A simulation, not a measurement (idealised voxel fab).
The document below concerns the process module designated voxel gate over fins.
FYI the section here is cut, 300 nm wide, cells are 5 nm squares.
Reading order for cross-sections: top band down to bottom band. Underlying form: a grid of square cells. Band size: one or more rows of cells. A band entry consists of two parts. The first gives the height of the band's top and the height of its bottom, in nm. The rest lists the band's materials from left to right, each with its width in nm. A single material labelled with the word "throughout" fills the band from edge to edge, and the word "air" marks empty space. Height is counted from the level 0, under which the received wafer is composed throughout of one material. The lowest of the bands is not closed at the bottom but continues downward, in the notation "top 0, no bottom". The two numbers in a width such as "30->40" mark its ends across the band: the first belongs to the top row of cells, the second to the bottom row, and from each row to the next the width moves by the same amount. Given "nothing was modified" for a step, no cell of the cross-section differs between before and after that step. "Unvented voids" specifies each empty space that is not open to the top and that occupies no fewer than 8 cells, using the form width x height at distance, the distance measured from the left edge and all three quantities in nm. On a step's line, text after the settings is the simulator commenting on that step. If you see "overlay nm" on a step's line and that step has a mask, it's telling you how far right of where it was planned the mask ended up; a negative number means it went left instead.

[The steps planned for the process are as follows]
| 1 | RECEIVE with material Si |
| 2 | CONFORMAL_DEP with material SiN, thk nm 5 |
| 3 | DIRECTIONAL_DEP with material aC, thk nm 10 |
| 4 | PATTERN with tone cover, mask id FINS, material resist, width nm 15, pitch nm 50, thk nm 25, overlay nm 0 |
| 5 | DIRECTIONAL_ETCH with etch materials aC, depth nm 10 |
| 6 | STRIP with etch materials resist |
| 7 | DIRECTIONAL_ETCH with etch materials SiN, depth nm 5 |
| 8 | DIRECTIONAL_ETCH with etch materials Si, depth nm 40 |
| 9 | STRIP with etch materials aC |
| 10 | OXIDIZE with depth nm 5 |
| 11 | FILL_DEP with material SiO2, thk nm 15 |
| 12 | CMP with height nm 5 |
| 13 | PATTERN with tone open, mask id RAIL, material resist, width nm 15, thk nm 20, overlay nm 0 |
| 14 | DIRECTIONAL_ETCH with etch materials SiO2, depth nm 40 |
| 15 | STRIP with etch materials resist |
| 16 | CONFORMAL_DEP with material TiN, thk nm 5 |
| 17 | FILL_DEP with material W, thk nm 5 |
| 18 | CMP with height nm 5 |
| 19 | SELECTIVE_ETCH with etch materials W Ru TiN, depth nm 30 |
| 20 | FILL_DEP with material SiO2, thk nm 5 |
| 21 | CMP with height nm 5 |
| 22 | SELECTIVE_ETCH with etch materials SiO2, depth nm 20 |
| 23 | STRIP with etch materials SiN |
| 24 | CONFORMAL_DEP with material HfO2, thk nm 5 |
| 25 | CONFORMAL_DEP with material TiN, thk nm 5 |
| 26 | CONFORMAL_DEP with material TiAl, thk nm 5 |
| 27 | CONFORMAL_DEP with material TiN, thk nm 5 |
| 28 | FILL_DEP with material W, thk nm 10 |
| 29 | CMP with height nm 25 |
| 30 | CONFORMAL_DEP with material SiCN, thk nm 5 |

[Incoming wafer, cross-sectional view, post step 1]
  top 0, no bottom: Si throughout
  Unvented voids: none

[As-planned run: cross-section of the first of two wafers at end of module]
  top 30, bottom 25: SiCN throughout
  top 25, bottom 20: W throughout
  top 20, bottom 15: W (75) | TiN (45) | W (5) | TiN (45) | W (5) | TiN (45) | W (80)
  top 15, bottom 10: W (75) | TiN (5) | TiAl (35) | TiN (5) | W (5) | TiN (5) | TiAl (35) | TiN (5) | W (5) | TiN (5) | TiAl (35) | TiN (5) | W (80)
  top 10, bottom 5: W (75) | TiN (5) | TiAl (5) | TiN (25) | TiAl (5) | TiN (5) | W (5) | TiN (5) | TiAl (5) | TiN (25) | TiAl (5) | TiN (5) | W (5) | TiN (5) | TiAl (5) | TiN (25) | TiAl (5) | TiN (5) | W (80)
  top 5, bottom 0: TiN (80) | TiAl (5) | TiN (5) | HfO2 (15) | TiN (5) | TiAl (5) | TiN (15) | TiAl (5) | TiN (5) | HfO2 (15) | TiN (5) | TiAl (5) | TiN (15) | TiAl (5) | TiN (5) | HfO2 (15) | TiN (5) | TiAl (5) | TiN (85)
  top 0, bottom -5: TiAl (85) | TiN (5) | HfO2 (5) | Si (5) | HfO2 (5) | TiN (5) | TiAl (25) | TiN (5) | HfO2 (5) | Si (5) | HfO2 (5) | TiN (5) | TiAl (25) | TiN (5) | HfO2 (5) | Si (5) | HfO2 (5) | TiN (5) | TiAl (90)
  top -5, bottom -10: TiN (90) | HfO2 (5) | Si (5) | HfO2 (5) | TiN (35) | HfO2 (5) | Si (5) | HfO2 (5) | TiN (35) | HfO2 (5) | Si (5) | HfO2 (5) | TiN (95)
  top -10, bottom -15: HfO2 (95) | Si (5) | HfO2 (45) | Si (5) | HfO2 (45) | Si (5) | HfO2 (100)
  top -15, bottom -25: SiO2 (95) | Si (5) | SiO2 (45) | Si (5) | SiO2 (45) | Si (5) | SiO2 (100)
  top -25, bottom -30: SiO2 (95) | Si (5) | SiO2 (15) | TiN (5) | W (5) | TiN (5) | SiO2 (15) | Si (5) | SiO2 (45) | Si (5) | SiO2 (100)
  top -30, bottom -35: SiO2 (95) | Si (5) | SiO2 (15) | TiN (15) | SiO2 (15) | Si (5) | SiO2 (45) | Si (5) | SiO2 (100)
  top -35, bottom -45: SiO2 (95) | Si (5) | SiO2 (45) | Si (5) | SiO2 (45) | Si (5) | SiO2 (100)
  top -45, no bottom: Si throughout
  Unvented voids: none

[Cross-sectional view: second of two wafers, end of module; start and plan identical to the first, one mistake in running]
  top 30, bottom 25: SiCN throughout
  top 25, bottom 15: W throughout
  top 15, bottom 10: W (80) | TiN (35) | W (15) | TiN (35) | W (15) | TiN (35) | W (85)
  top 10, bottom 5: W (80) | TiN (5) | TiAl (25) | TiN (5) | W (15) | TiN (5) | TiAl (25) | TiN (5) | W (15) | TiN (5) | TiAl (25) | TiN (5) | W (85)
  top 5, bottom 0: W (80) | TiN (5) | TiAl (5) | HfO2 (15) | TiAl (5) | TiN (5) | W (15) | TiN (5) | TiAl (5) | HfO2 (15) | TiAl (5) | TiN (5) | W (15) | TiN (5) | TiAl (5) | HfO2 (15) | TiAl (5) | TiN (5) | W (85)
  top 0, bottom -5: TiN (85) | TiAl (5) | HfO2 (5) | Si (5) | HfO2 (5) | TiAl (5) | TiN (25) | TiAl (5) | HfO2 (5) | Si (5) | HfO2 (5) | TiAl (5) | TiN (25) | TiAl (5) | HfO2 (5) | Si (5) | HfO2 (5) | TiAl (5) | TiN (90)
  top -5, bottom -10: TiAl (90) | HfO2 (5) | Si (5) | HfO2 (5) | TiAl (35) | HfO2 (5) | Si (5) | HfO2 (5) | TiAl (35) | HfO2 (5) | Si (5) | HfO2 (5) | TiAl (95)
  top -10, bottom -15: HfO2 (95) | Si (5) | HfO2 (45) | Si (5) | HfO2 (45) | Si (5) | HfO2 (100)
  top -15, bottom -25: SiO2 (95) | Si (5) | SiO2 (45) | Si (5) | SiO2 (45) | Si (5) | SiO2 (100)
  top -25, bottom -30: SiO2 (95) | Si (5) | SiO2 (15) | TiN (5) | W (5) | TiN (5) | SiO2 (15) | Si (5) | SiO2 (45) | Si (5) | SiO2 (100)
  top -30, bottom -35: SiO2 (95) | Si (5) | SiO2 (15) | TiN (15) | SiO2 (15) | Si (5) | SiO2 (45) | Si (5) | SiO2 (100)
  top -35, bottom -45: SiO2 (95) | Si (5) | SiO2 (45) | Si (5) | SiO2 (45) | Si (5) | SiO2 (100)
  top -45, no bottom: Si throughout
  Unvented voids: none
Processing error: execution of step 25 of the plan did not take place, the step having been omitted
Counted in cells at the end, the second wafer holds more or fewer of these materials than the first: -78 TiN | +78 W
